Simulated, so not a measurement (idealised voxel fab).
Name of the process module below: voxel air gaps
It is cross-section cut that appears here, measuring 180 nm in width, its square cells being 5 nm in size.
In what follows, cross-sections appear as grids of square cells, described through bands that run from the top down, where every band is one or more rows of cells.
What a band's entry tells you: where the top is and where the bottom is, as heights in nm, and after that what lies inside, material by material from left to right, each with its width in nm. Empty space is written as the word "air", and a single material marked with the word "all across" occupies the band from edge to edge.
Heads up on the height convention: 0 is the point under which the incoming wafer is all one material, and the lowest band has no bottom, it just keeps going down, like "0 nm and below".
A two-number width, for instance "30->40", indicates that the width is equal to the first number in the top row of the band and to the second number in the bottom row, and that it changes by a constant amount per row of cells.
"remained unchanged" after a step means that no cell of the cross-section changed.
Entry "Entrapped void list". Content: empty spaces with no open connection to the top, size 8 cells or greater. Each: width x height at distance. Distance: from left edge. Unit: nm.
On each step's line, the part that comes after the settings is the simulator's own comment on the step.
overlay nm: right-of-plan distance of the mask on a masked step; negative values mean left-of-plan.
Here's what the planned process steps look like:
1) RECEIVE [material Si]
2) CONFORMAL_DEP [material SiO2] [thk nm 10]
3) CONFORMAL_DEP [material SiN] [thk nm 5]
4) DIRECTIONAL_DEP [material SiO2] [thk nm 40]
5) MASKED_ETCH [tone open] [mask id LINES] [width nm 25] [pitch nm 55] [etch materials SiO2] [depth nm 40] [overlay nm 0]
6) CONFORMAL_DEP [material TiN] [thk nm 5]
7) FILL_DEP [material Ru] [thk nm 10]
8) CMP [height nm 55]
9) EPI [material Ru] [thk nm 10]
10) SELECTIVE_ETCH [etch materials SiO2] [depth nm 50]
11) CONFORMAL_DEP [material SiCN] [thk nm 5]
Cross-section of the wafer as it came to us, i.e., already through step 1:
  0 nm and below  Si all across
  Entrapped void list: none
Here's the wafer cut in cross-section after the module, started and planned just like above, except one thing was done wrong in the run:
  80 nm to 65 nm  SiCN all across
  65 nm to 55 nm  SiCN: 10; Ru: 45; SiCN: 10; Ru: 45; SiCN: 10; Ru: 45; SiCN: 15
  55 nm to 50 nm  SiCN: 20; TiN: 5; Ru: 15; TiN: 5; SiCN: 30; TiN: 5; Ru: 15; TiN: 5; SiCN: 30; TiN: 5; Ru: 15; TiN: 5; SiCN: 25
  50 nm to 45 nm  SiCN: 20; TiN: 5; Ru: 15; TiN: 5; SiCN: 5; air: 20; SiCN: 5; TiN: 5; Ru: 15; TiN: 5; SiCN: 5; air: 20; SiCN: 5; TiN: 5; Ru: 15; TiN: 5; SiCN: 25
  45 nm to 40 nm  air: 10; SiCN: 10; TiN: 5; Ru: 15; TiN: 5; SiCN: 5; air: 20; SiCN: 5; TiN: 5; Ru: 15; TiN: 5; SiCN: 5; air: 20; SiCN: 5; TiN: 5; Ru: 15; TiN: 5; SiCN: 25
  40 nm to 30 nm  air: 10; SiCN: 10; TiN: 5; Ru: 15; TiN: 5; SiCN: 5; air: 20; SiCN: 5; TiN: 5; Ru: 15; TiN: 5; SiCN: 5; air: 20; SiCN: 5; TiN: 5; Ru: 15; TiN: 5; SiCN: 15; air: 10
  30 nm to 25 nm  air: 10; SiCN: 10; TiN: 5; Ru: 15; TiN: 5; SiCN: 5; air: 20; SiCN: 5; TiN: 5; Ru: 15; TiN: 5; SiCN: 5; air: 20; SiCN: 5; TiN: 5; Ru: 15; TiN: 5; SiCN: 25
  25 nm to 20 nm  SiCN: 20; TiN: 5; Ru: 15; TiN: 5; SiCN: 5; air: 20; SiCN: 5; TiN: 5; Ru: 15; TiN: 5; SiCN: 5; air: 20; SiCN: 5; TiN: 5; Ru: 15; TiN: 5; SiCN: 25
  20 nm to 15 nm  SiCN: 20; TiN: 25; SiCN: 30; TiN: 25; SiCN: 30; TiN: 25; SiCN: 25
  15 nm to 10 nm  SiN all across
  10 nm to 0 nm  SiO2 all across
  0 nm and below  Si all across
  Entrapped void list: 10 x 20 at 0; 20 x 30 at 50; 20 x 30 at 105
Plan not followed: step 11 was not run as planned; what actually ran was CONFORMAL_DEP [material SiCN] [thk nm 15]
